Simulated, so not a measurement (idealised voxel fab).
Name of the process module below: voxel gate over fins
Square cell edge 5 nm, section width 240 nm, ID cut.
Square cells in a grid make up a cross-section in this document, and the grid is given as bands, listed from the top down, each one or more rows of cells.
The band entry comprises the height of the band's top followed by the height of its bottom, expressed in nm, and subsequently the band's materials from left to right, each stated together with its width in nm. Where a single material is marked with the word "everywhere", that material fills the band from edge to edge. The word "empty" represents empty space.
Heights are measured from 0, the level below which the as-received wafer is all one material; the lowest band has no bottom and continues downward, written as in "0 nm and below".
So if you see something like "30 to 40" for the width, read it as the top row of the band sitting at the first number and the bottom row at the second, with every row in between moving by the same amount as the last.
You'll sometimes find "no modification" written for a step, and that's the way of saying that nowhere in the cross-section did a cell change during that step.
Empty spaces counting at least 8 cells and having no open way to the top are listed in "Enclosed void list". The notation width x height at distance is used for each, the distance being from the left edge and all three values in nm.
That trailing text on a step's line, after the settings, is the simulator's own remark on the step.
Each step line may optionally specify "overlay nm", which for a step with a mask gives the rightward distance between the mask's planned place and where it lay, a negative value indicating the leftward direction.

# Intended process steps
1,RECEIVE (material Si)
2,CONFORMAL_DEP (material SiN; thk nm 5)
3,DIRECTIONAL_DEP (material aC; thk nm 10)
4,PATTERN (tone cover; mask id FINS; material resist; width nm 15; pitch nm 35; thk nm 30; overlay nm 0)
5,DIRECTIONAL_ETCH (etch materials aC; depth nm 10)
6,STRIP (etch materials resist)
7,DIRECTIONAL_ETCH (etch materials SiN; depth nm 5)
8,DIRECTIONAL_ETCH (etch materials Si; depth nm 35)
9,STRIP (etch materials aC)
10,FILL_DEP (material SiO2; thk nm 10)
11,CMP (height nm 5)
12,SELECTIVE_ETCH (etch materials SiO2; depth nm 20)
13,STRIP (etch materials SiN)
14,CONFORMAL_DEP (material HfO2; thk nm 5)
15,CONFORMAL_DEP (material TiN; thk nm 5)
16,FILL_DEP (material W; thk nm 10)
17,CMP (height nm 15)
18,CONFORMAL_DEP (material SiCN; thk nm 5)

# The first of a set of two wafers, run to plan

# Shown in cross-section is the wafer as received, that is, as it stands after step 1
  0 nm and below  Si everywhere
  Enclosed void list: none

# Cross-section of the wafer subsequent to step 2
  5 nm to 0 nm  SiN everywhere
  Under the height 0 nothing was changed.

# Cross-section of the wafer subsequent to step 3
  15 nm to 5 nm  aC everywhere
  Under the height 5 nothing was changed.

# Cross-section of the wafer subsequent to step 4
  45 nm to 15 nm  empty 60  resist 15  empty 20  resist 15  empty 20  resist 15  empty 20  resist 15  empty 60
  Under the height 15 nothing was changed.

# Cross-section of the wafer subsequent to step 5
  35 nm to 15 nm  empty 60  resist 15  empty 20  resist 15  empty 20  resist 15  empty 20  resist 15  empty 60
  15 nm to 5 nm  empty 60  aC 15  empty 20  aC 15  empty 20  aC 15  empty 20  aC 15  empty 60
  Under the height 5 nothing was changed.

# Cross-section of the wafer subsequent to step 6
  15 nm to 5 nm  empty 60  aC 15  empty 20  aC 15  empty 20  aC 15  empty 20  aC 15  empty 60
  Under the height 5 nothing was changed.

# Cross-section of the wafer subsequent to step 7
  15 nm to 5 nm  empty 60  aC 15  empty 20  aC 15  empty 20  aC 15  empty 20  aC 15  empty 60
  5 nm to 0 nm  empty 60  SiN 15  empty 20  SiN 15  empty 20  SiN 15  empty 20  SiN 15  empty 60
  Under the height 0 nothing was changed.

# Cross-section of the wafer subsequent to step 8
  15 nm to 5 nm  empty 60  aC 15  empty 20  aC 15  empty 20  aC 15  empty 20  aC 15  empty 60
  5 nm to 0 nm  empty 60  SiN 15  empty 20  SiN 15  empty 20  SiN 15  empty 20  SiN 15  empty 60
  0 nm to -35 nm  empty 60  Si 15  empty 20  Si 15  empty 20  Si 15  empty 20  Si 15  empty 60
  Under the height -35 nothing was changed.

# Cross-section of the wafer subsequent to step 9
  5 nm to 0 nm  empty 60  SiN 15  empty 20  SiN 15  empty 20  SiN 15  empty 20  SiN 15  empty 60
  Under the height 0 nothing was changed.

# Cross-section of the wafer subsequent to step 10
  15 nm to 5 nm  SiO2 everywhere
  5 nm to 0 nm  SiO2 60  SiN 15  SiO2 20  SiN 15  SiO2 20  SiN 15  SiO2 20  SiN 15  SiO2 60
  0 nm to -35 nm  SiO2 60  Si 15  SiO2 20  Si 15  SiO2 20  Si 15  SiO2 20  Si 15  SiO2 60
  Under the height -35 nothing was changed.

# Cross-section of the wafer subsequent to step 11
  5 nm to 0 nm  SiO2 60  SiN 15  SiO2 20  SiN 15  SiO2 20  SiN 15  SiO2 20  SiN 15  SiO2 60
  Under the height 0 nothing was changed.

# Cross-section of the wafer subsequent to step 12
  5 nm to 0 nm  empty 60  SiN 15  empty 20  SiN 15  empty 20  SiN 15  empty 20  SiN 15  empty 60
  0 nm to -15 nm  empty 60  Si 15  empty 20  Si 15  empty 20  Si 15  empty 20  Si 15  empty 60
  Under the height -15 nothing was changed.

# Cross-section of the wafer subsequent to step 13
  0 nm to -15 nm  empty 60  Si 15  empty 20  Si 15  empty 20  Si 15  empty 20  Si 15  empty 60
  Under the height -15 nothing was changed.

# Cross-section of the wafer subsequent to step 14
  5 nm to 0 nm  empty 55  HfO2 25  empty 10  HfO2 25  empty 10  HfO2 25  empty 10  HfO2 25  empty 55
  0 nm to -10 nm  empty 55  HfO2 5  Si 15  HfO2 5  empty 10  HfO2 5  Si 15  HfO2 5  empty 10  HfO2 5  Si 15  HfO2 5  empty 10  HfO2 5  Si 15  HfO2 5  empty 55
  -10 nm to -15 nm  HfO2 60  Si 15  HfO2 20  Si 15  HfO2 20  Si 15  HfO2 20  Si 15  HfO2 60
  Under the height -15 nothing was changed.

# Cross-section of the wafer subsequent to step 15
  10 nm to 5 nm  empty 50  TiN 140  empty 50
  5 nm to 0 nm  empty 50  TiN 5  HfO2 25  TiN 10  HfO2 25  TiN 10  HfO2 25  TiN 10  HfO2 25  TiN 5  empty 50
  0 nm to -5 nm  empty 50  TiN 5  HfO2 5  Si 15  HfO2 5  TiN 10  HfO2 5  Si 15  HfO2 5  TiN 10  HfO2 5  Si 15  HfO2 5  TiN 10  HfO2 5  Si 15  HfO2 5  TiN 5  empty 50
  -5 nm to -10 nm  TiN 55  HfO2 5  Si 15  HfO2 5  TiN 10  HfO2 5  Si 15  HfO2 5  TiN 10  HfO2 5  Si 15  HfO2 5  TiN 10  HfO2 5  Si 15  HfO2 5  TiN 55
  Under the height -10 nothing was changed.

# Cross-section of the wafer subsequent to step 16
  20 nm to 10 nm  W everywhere
  10 nm to 5 nm  W 50  TiN 140  W 50
  5 nm to 0 nm  W 50  TiN 5  HfO2 25  TiN 10  HfO2 25  TiN 10  HfO2 25  TiN 10  HfO2 25  TiN 5  W 50
  0 nm to -5 nm  W 50  TiN 5  HfO2 5  Si 15  HfO2 5  TiN 10  HfO2 5  Si 15  HfO2 5  TiN 10  HfO2 5  Si 15  HfO2 5  TiN 10  HfO2 5  Si 15  HfO2 5  TiN 5  W 50
  Under the height -5 nothing was changed.

# Cross-section of the wafer subsequent to step 17
  15 nm to 10 nm  W everywhere
  Under the height 10 nothing was changed.

# Cross-section of the wafer subsequent to step 18
  20 nm to 15 nm  SiCN everywhere
  Under the height 15 nothing was changed.

# Wafer two. Same start, same plan, one slip in execution. Same as wafer one through step 11, inclusive

# Second wafer, cut view, end of step 12 per plan
  5 nm to 0 nm  SiO2 60  empty 15  SiO2 20  empty 15  SiO2 20  empty 15  SiO2 20  empty 15  SiO2 60
  Under the height 0 nothing was changed.

# Second wafer, cut view, end of step 13 per plan
  0 nm to -15 nm  empty 60  Si 15  empty 20  Si 15  empty 20  Si 15  empty 20  Si 15  empty 60
  -15 nm to -20 nm  SiO2 40  empty 20  Si 15  empty 20  Si 15  empty 20  Si 15  empty 20  Si 15  empty 20  SiO2 40
  Under the height -20 nothing was changed.

# Second wafer, cut view, end of step 14 per plan
  5 nm to 0 nm  empty 55  HfO2 25  empty 10  HfO2 25  empty 10  HfO2 25  empty 10  HfO2 25  empty 55
  0 nm to -10 nm  empty 55  HfO2 5  Si 15  HfO2 5  empty 10  HfO2 5  Si 15  HfO2 5  empty 10  HfO2 5  Si 15  HfO2 5  empty 10  HfO2 5  Si 15  HfO2 5  empty 55
  -10 nm to -15 nm  HfO2 45  empty 10  HfO2 5  Si 15  HfO2 5  empty 10  HfO2 5  Si 15  HfO2 5  empty 10  HfO2 5  Si 15  HfO2 5  empty 10  HfO2 5  Si 15  HfO2 5  empty 10  HfO2 45
  -15 nm to -20 nm  SiO2 40  HfO2 20  Si 15  HfO2 20  Si 15  HfO2 20  Si 15  HfO2 20  Si 15  HfO2 20  SiO2 40
  Under the height -20 nothing was changed.

# Second wafer, cut view, end of step 15 per plan
  10 nm to 5 nm  empty 50  TiN 140  empty 50
  5 nm to 0 nm  empty 50  TiN 5  HfO2 25  TiN 10  HfO2 25  TiN 10  HfO2 25  TiN 10  HfO2 25  TiN 5  empty 50
  0 nm to -5 nm  empty 50  TiN 5  HfO2 5  Si 15  HfO2 5  TiN 10  HfO2 5  Si 15  HfO2 5  TiN 10  HfO2 5  Si 15  HfO2 5  TiN 10  HfO2 5  Si 15  HfO2 5  TiN 5  empty 50
  -5 nm to -10 nm  TiN 55  HfO2 5  Si 15  HfO2 5  TiN 10  HfO2 5  Si 15  HfO2 5  TiN 10  HfO2 5  Si 15  HfO2 5  TiN 10  HfO2 5  Si 15  HfO2 5  TiN 55
  -10 nm to -15 nm  HfO2 45  TiN 10  HfO2 5  Si 15  HfO2 5  TiN 10  HfO2 5  Si 15  HfO2 5  TiN 10  HfO2 5  Si 15  HfO2 5  TiN 10  HfO2 5  Si 15  HfO2 5  TiN 10  HfO2 45
  Under the height -15 nothing was changed.

# Second wafer, cut view, end of step 16 per plan
  20 nm to 10 nm  W everywhere
  10 nm to 5 nm  W 50  TiN 140  W 50
  5 nm to 0 nm  W 50  TiN 5  HfO2 25  TiN 10  HfO2 25  TiN 10  HfO2 25  TiN 10  HfO2 25  TiN 5  W 50
  0 nm to -5 nm  W 50  TiN 5  HfO2 5  Si 15  HfO2 5  TiN 10  HfO2 5  Si 15  HfO2 5  TiN 10  HfO2 5  Si 15  HfO2 5  TiN 10  HfO2 5  Si 15  HfO2 5  TiN 5  W 50
  Under the height -5 nothing was changed.

# Second wafer, cut view, end of step 17 per plan
  15 nm to 10 nm  W everywhere
  Under the height 10 nothing was changed.

# Second wafer, cut view, end of step 18 per plan
  20 nm to 15 nm  SiCN everywhere
  Under the height 15 nothing was changed.
Deviation from plan: steps 12 and 13 got flipped, so each one ran where the other should have
Counted in cells at the end, the second wafer holds more or fewer of these materials than the first: HfO2: 10 more, SiO2: 20 fewer, TiN: 10 more
